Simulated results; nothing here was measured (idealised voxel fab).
process module | voxel trench capacitor
Each square cell in cross-section cut measures 5 nm, and the section as a whole is 240 nm wide.
In what follows, cross-sections appear as grids of square cells, described through bands that run from the top down, where every band is one or more rows of cells.
First you get the band's top height and its bottom height, in nm, and then the materials it's made of, left to right, with each width in nm. If you see a single material with "throughout", that one covers the band edge to edge. "blank" is empty space.
We count height from 0. Below that, the starting wafer is all one material. The lowest band never ends at the bottom but goes on down; see "top 0, no bottom" for how that is written.
Top row gets the first number, bottom row gets the second, and each row in between changes by the same step: that is how a band width like "30->40" works.
Where a step carries "nothing altered", the cross-section came out of it unchanged, cell for cell.
Listed in "Enclosed void listing": every empty space of 8 or more cells without an open way to the top. Form: width x height at distance, the distance being from the left edge, all in nm.
On a step's line, text after the settings is the simulator commenting on that step.
Steps that use a mask can have "overlay nm" on their line. It says how far the mask sat to the right of where it was meant to be. Negative means to the left.
### The steps planned for the process are as follows
1. RECEIVE,material Si
2. CONFORMAL_DEP,material SiN,thk nm 10
3. PATTERN,tone open,mask id TRENCH,material resist,width nm 25,pitch nm 50,thk nm 15,overlay nm 0
4. DIRECTIONAL_ETCH,etch materials SiN,depth nm 10
5. DIRECTIONAL_ETCH,etch materials Si,depth nm 40
6. STRIP,etch materials resist
7. CONFORMAL_DEP,material HfO2,thk nm 5
8. CONFORMAL_DEP,material TiN,thk nm 5
9. FILL_DEP,material W,thk nm 5
10. CMP,height nm 10
### As received (post step 1): cross-section
top 0, no bottom = Si throughout
Enclosed void listing: none
### First of two wafers, end-of-module section, run followed plan
top 10, bottom 0 = SiN 55 / HfO2 5 / TiN 5 / W 5 / TiN 5 / HfO2 5 / SiN 25 / HfO2 5 / TiN 5 / W 5 / TiN 5 / HfO2 5 / SiN 25 / HfO2 5 / TiN 5 / W 5 / TiN 5 / HfO2 5 / SiN 60
top 0, bottom -30 = Si 55 / HfO2 5 / TiN 5 / W 5 / TiN 5 / HfO2 5 / Si 25 / HfO2 5 / TiN 5 / W 5 / TiN 5 / HfO2 5 / Si 25 / HfO2 5 / TiN 5 / W 5 / TiN 5 / HfO2 5 / Si 60
top -30, bottom -35 = Si 55 / HfO2 5 / TiN 15 / HfO2 5 / Si 25 / HfO2 5 / TiN 15 / HfO2 5 / Si 25 / HfO2 5 / TiN 15 / HfO2 5 / Si 60
top -35, bottom -40 = Si 55 / HfO2 25 / Si 25 / HfO2 25 / Si 25 / HfO2 25 / Si 60
top -40, no bottom = Si throughout
Enclosed void listing: none
### Wafer two, end of module, cross-section. Same start, same plan as wafer one. One mistake in the run
top 10, bottom 0 = SiN 45 / HfO2 5 / TiN 5 / W 5 / TiN 5 / HfO2 5 / SiN 25 / HfO2 5 / TiN 5 / W 5 / TiN 5 / HfO2 5 / SiN 25 / HfO2 5 / TiN 5 / W 5 / TiN 5 / HfO2 5 / SiN 70
top 0, bottom -30 = Si 45 / HfO2 5 / TiN 5 / W 5 / TiN 5 / HfO2 5 / Si 25 / HfO2 5 / TiN 5 / W 5 / TiN 5 / HfO2 5 / Si 25 / HfO2 5 / TiN 5 / W 5 / TiN 5 / HfO2 5 / Si 70
top -30, bottom -35 = Si 45 / HfO2 5 / TiN 15 / HfO2 5 / Si 25 / HfO2 5 / TiN 15 / HfO2 5 / Si 25 / HfO2 5 / TiN 15 / HfO2 5 / Si 70
top -35, bottom -40 = Si 45 / HfO2 25 / Si 25 / HfO2 25 / Si 25 / HfO2 25 / Si 70
top -40, no bottom = Si throughout
Enclosed void listing: none
The mistake made against the process plan was this: contrary to plan, step 3 was performed as PATTERN,tone open,mask id TRENCH,material resist,width nm 25,pitch nm 50,thk nm 15,overlay nm -10
Cell counts per material: same on both final wafers. Positions: different.
